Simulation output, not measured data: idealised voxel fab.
Module name: voxel wiring stack (process module)
300 nm wide, 5 nm square cells: that's cross-section cut.
Cross-section spec: square-cell grid; bands listed top down; each band is one or more rows.
A band entry consists of two parts. The first gives the height of the band's top and the height of its bottom, in nm. The rest lists the band's materials from left to right, each with its width in nm. A single material labelled with the word "all across" fills the band from edge to edge, and the word "blank" marks empty space.
Heights are reckoned from 0. Under this level, the received wafer is all of one material. The bottommost band is open-ended downward, for example "0..down".
It should be noted that a width expressed as "30 to 40" varies in equal increments from row to row of cells within the band, taking the value of the first number at the top row and that of the second number at the bottom row.
"no alteration" for a step: no cell of the cross-section changed in that step.
"Trapped cavities": sealed empty spaces, 8 cells or more, no open way to top, listed width x height at distance, with distance from the left edge and width, height and distance in nm.
Whatever follows a step's settings on its line is a remark the simulator itself makes about that step.
overlay nm: step with mask; distance mask lay right of planned place; negative value = left of planned place.
Process steps - plan:
1,RECEIVE | material Si
2,CONFORMAL_DEP | material SiO2 | thk nm 15
3,DIRECTIONAL_DEP | material TiN | thk nm 5
4,DIRECTIONAL_DEP | material W | thk nm 25
5,DIRECTIONAL_DEP | material aC | thk nm 15
6,PATTERN | tone cover | mask id METAL_1 | material resist | width nm 20 | pitch nm 35 | thk nm 30 | overlay nm 0
7,DIRECTIONAL_ETCH | etch materials aC | depth nm 15
8,STRIP | etch materials resist
9,DIRECTIONAL_ETCH | etch materials W | depth nm 25
10,DIRECTIONAL_ETCH | etch materials TiN | depth nm 5
11,STRIP | etch materials aC
12,FILL_DEP | material SiO2 | thk nm 10
13,CMP | height nm 45
14,CONFORMAL_DEP | material SiCN | thk nm 5
15,DIRECTIONAL_DEP | material lowk | thk nm 20
16,PATTERN | tone open | mask id PLUG_1 | material resist | width nm 15 | thk nm 20 | overlay nm 0
17,DIRECTIONAL_ETCH | etch materials lowk | depth nm 20
18,DIRECTIONAL_ETCH | etch materials SiCN | depth nm 5
19,STRIP | etch materials resist
20,EPI | material Ru | thk nm 10
21,EPI | material Ru | thk nm 10
22,EPI | material Ru | thk nm 5
23,DIRECTIONAL_DEP | material TiN | thk nm 5
24,DIRECTIONAL_DEP | material W | thk nm 25
25,DIRECTIONAL_DEP | material aC | thk nm 15
26,PATTERN | tone cover | mask id METAL_2 | material resist | width nm 20 | pitch nm 35 | thk nm 35 | overlay nm 0
27,DIRECTIONAL_ETCH | etch materials aC | depth nm 15
28,STRIP | etch materials resist
29,DIRECTIONAL_ETCH | etch materials W | depth nm 25
30,DIRECTIONAL_ETCH | etch materials TiN | depth nm 5
31,STRIP | etch materials aC
32,CONFORMAL_DEP | material SiN | thk nm 5
33,FILL_DEP | material SiO2 | thk nm 5
34,CMP | height nm 100
35,CONFORMAL_DEP | material SiCN | thk nm 5
36,DIRECTIONAL_DEP | material SiO2 | thk nm 20
37,PATTERN | tone open | mask id PLUG_2 | material resist | width nm 15 | thk nm 20 | overlay nm 0
38,DIRECTIONAL_ETCH | etch materials SiO2 | depth nm 20
39,DIRECTIONAL_ETCH | etch materials SiCN | depth nm 5
40,STRIP | etch materials resist
41,EPI | material Ru | thk nm 10
42,EPI | material Ru | thk nm 10
43,EPI | material Ru | thk nm 5
44,DIRECTIONAL_DEP | material TiN | thk nm 5
45,DIRECTIONAL_DEP | material Ru | thk nm 15
46,MASKED_ETCH | tone cover | mask id METAL_3 | width nm 20 | pitch nm 35 | etch materials Ru | depth nm 15 | overlay nm 0
47,MASKED_ETCH | tone cover | mask id METAL_3 | width nm 20 | pitch nm 35 | etch materials TiN | depth nm 5 | overlay nm 0
48,CONFORMAL_DEP | material SiCN | thk nm 5
49,FILL_DEP | material SiO2 | thk nm 5
50,CMP | height nm 145
51,CONFORMAL_DEP | material SiCN | thk nm 5
Received-state cross-section, reflecting completion of step 1:
  0..down = Si all across
  Trapped cavities: none
Cross-section, end of module. Start: as above. Plan: as above. Execution: one mistake:
  150..145 = SiCN all across
  145..130 = SiO2 115 nm / SiCN 5 nm / Ru 20 nm / SiCN 5 nm / SiO2 5 nm / SiCN 5 nm / Ru 20 nm / SiCN 5 nm / SiO2 120 nm
  130..125 = SiCN 120 nm / TiN 20 nm / SiCN 15 nm / TiN 20 nm / SiCN 125 nm
  125..105 = SiO2 120 nm / Ru 15 nm / SiO2 165 nm
  105..100 = SiCN 120 nm / Ru 15 nm / SiCN 165 nm
  100..75 = SiO2 115 nm / SiN 5 nm / W 20 nm / SiN 5 nm / SiO2 5 nm / SiN 5 nm / W 20 nm / SiN 5 nm / SiO2 120 nm
  75..70 = SiO2 115 nm / SiN 5 nm / TiN 20 nm / SiN 15 nm / TiN 20 nm / SiN 30 nm / SiO2 95 nm
  70..50 = SiO2 115 nm / SiN 5 nm / lowk 15 nm / Ru 65 nm / SiN 5 nm / SiO2 95 nm
  50..45 = SiN 120 nm / SiCN 15 nm / Ru 65 nm / SiN 100 nm
  45..20 = SiO2 120 nm / W 20 nm / SiO2 15 nm / W 20 nm / SiO2 125 nm
  20..15 = SiO2 120 nm / TiN 20 nm / SiO2 15 nm / TiN 20 nm / SiO2 125 nm
  15..0 = SiO2 all across
  0..down = Si all across
  Trapped cavities: none
what went wrong: step 16 was run on a setting that differed from the plan, and what really ran there is PATTERN | tone cover | mask id PLUG_1 | material resist | width nm 15 | thk nm 20 | overlay nm 0
